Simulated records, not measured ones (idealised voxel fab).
Herein follows the process module entitled voxel spacer lines.
Each square cell in cross-section cut measures 5 nm, and the section as a whole is 250 nm wide.
Reading order for cross-sections: top band down to bottom band. Underlying form: a grid of square cells. Band size: one or more rows of cells.
First you get the band's top height and its bottom height, in nm, and then the materials it's made of, left to right, with each width in nm. If you see a single material with "edge to edge", that one covers the band edge to edge. "empty" is empty space.
Height reference: 0 = level under which incoming wafer is all one material. Lowest band: no bottom, runs on downward, e.g. "z 0 and below".
Think of "30->40" as a width that walks from the first number to the second as you go down the band, top row to bottom row, taking equal-sized steps from row to row.
"remains unaltered" (step): cross-section cells unchanged, all of them.
Enclosed voids (no open way to top), threshold 8 cells or more, entry "Enclosed cavities", notation width x height at distance, distance from left edge, nm.
Heads up: the bit after the settings on a step's line is the simulator's remark on that step.
overlay nm: step with mask; distance mask lay right of planned place; negative value = left of planned place.

[The following list gives the planned process steps]
- 1: RECEIVE (material Si)
- 2: CONFORMAL_DEP (material Al2O3; thk nm 5)
- 3: DIRECTIONAL_DEP (material W; thk nm 10)
- 4: DIRECTIONAL_DEP (material polySi; thk nm 20)
- 5: PATTERN (tone cover; mask id MANDREL; material resist; width nm 20; pitch nm 60; thk nm 25; overlay nm 0)
- 6: DIRECTIONAL_ETCH (etch materials polySi; depth nm 20)
- 7: STRIP (etch materials resist)
- 8: CONFORMAL_DEP (material SiO2; thk nm 10)
- 9: DIRECTIONAL_ETCH (etch materials SiO2; depth nm 10)
- 10: STRIP (etch materials polySi)
- 11: DIRECTIONAL_ETCH (etch materials W; depth nm 10)
- 12: STRIP (etch materials SiO2)

[As received (post step 1): cross-section]
    z 0 and below: Si edge to edge
    Enclosed cavities: none

[The cross-section shown corresponds to the wafer at the conclusion of the module. The initial structure and the process plan are those presented above; however, one mistake occurred in executing the plan]
    z 15 to 5: empty=80, then W=5, then empty=20, then W=5, then empty=30, then W=5, then empty=20, then W=5, then empty=80
    z 5 to 0: Al2O3 edge to edge
    z 0 and below: Si edge to edge
    Enclosed cavities: none
Diagnosis: so step 8 ended up running with a different setting than we planned, it ran as CONFORMAL_DEP (material SiO2; thk nm 5)
